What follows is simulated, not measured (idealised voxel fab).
You're looking at the process module voxel double patterning.
Square cells of 5 nm make up the cross-section cut, whose width is 260 nm.
In what follows, cross-sections appear as grids of square cells, described through bands that run from the top down, where every band is one or more rows of cells. This entry defines a band. It first specifies the height of the band's top and the height of its bottom in nm, and then specifies the band's materials from left to right, stating each material with its width in nm. The word "all across" identifies a single material that fills the band from edge to edge, while the word "air" identifies empty space. Height 0 is the level under which the wafer as received is all one material. The lowest band goes on downwards, as in "top 0, no bottom". The expression "30..40" gives the width at the extremes of the band, the first number at its top row of cells and the second at its bottom row, with the width changing by equal amounts from each row to the next in between. For the purposes of this document, the phrase "nothing changed" attached to a step denotes that no cell within the cross-section was modified by that step. "Sealed cavities": empty spaces of 8 cells or more with no open way to the top, each given as width x height at distance, distance from the left edge, all in nm. Anything after a step's settings on that line? It's the simulator's own note about the step. You can add "overlay nm" to a step's line. For a step with a mask, it describes how far the mask lay to the right of its planned position, and a negative number describes a lay to the left.

Planned process steps
step 1: RECEIVE | material Si
step 2: CONFORMAL_DEP | material SiO2 | thk nm 10
step 3: DIRECTIONAL_DEP | material TiN | thk nm 15
step 4: DIRECTIONAL_DEP | material SiCN | thk nm 5
step 5: MASKED_ETCH | tone open | mask id FIRST | width nm 15 | pitch nm 50 | etch materials SiCN | depth nm 5 | overlay nm 0
step 6: DIRECTIONAL_DEP | material aC | thk nm 15
step 7: PATTERN | tone open | mask id SECOND | material resist | width nm 15 | pitch nm 50 | thk nm 35 | overlay nm 0
step 8: DIRECTIONAL_ETCH | etch materials aC | depth nm 15
step 9: STRIP | etch materials resist
step 10: DIRECTIONAL_ETCH | etch materials SiCN | depth nm 5
step 11: STRIP | etch materials aC
step 12: DIRECTIONAL_ETCH | etch materials TiN | depth nm 15
step 13: STRIP | etch materials SiCN

Cross-section of the wafer as it came to us, i.e., already through step 1
* top 0, no bottom = Si all across
* Sealed cavities: none

End state of the module in cross-section, given the above starting point and plan and one mistake in execution
* top 25, bottom 10 = 70 of TiN | 15 of air | 10 of TiN | 20 of air | 5 of TiN | 15 of air | 10 of TiN | 20 of air | 5 of TiN | 15 of air | 75 of TiN
* top 10, bottom 0 = SiO2 all across
* top 0, no bottom = Si all across
* Sealed cavities: none
Deviation from plan: step 7 changed vs plan, executed as PATTERN | tone open | mask id SECOND | material resist | width nm 20 | pitch nm 50 | thk nm 35 | overlay nm 0
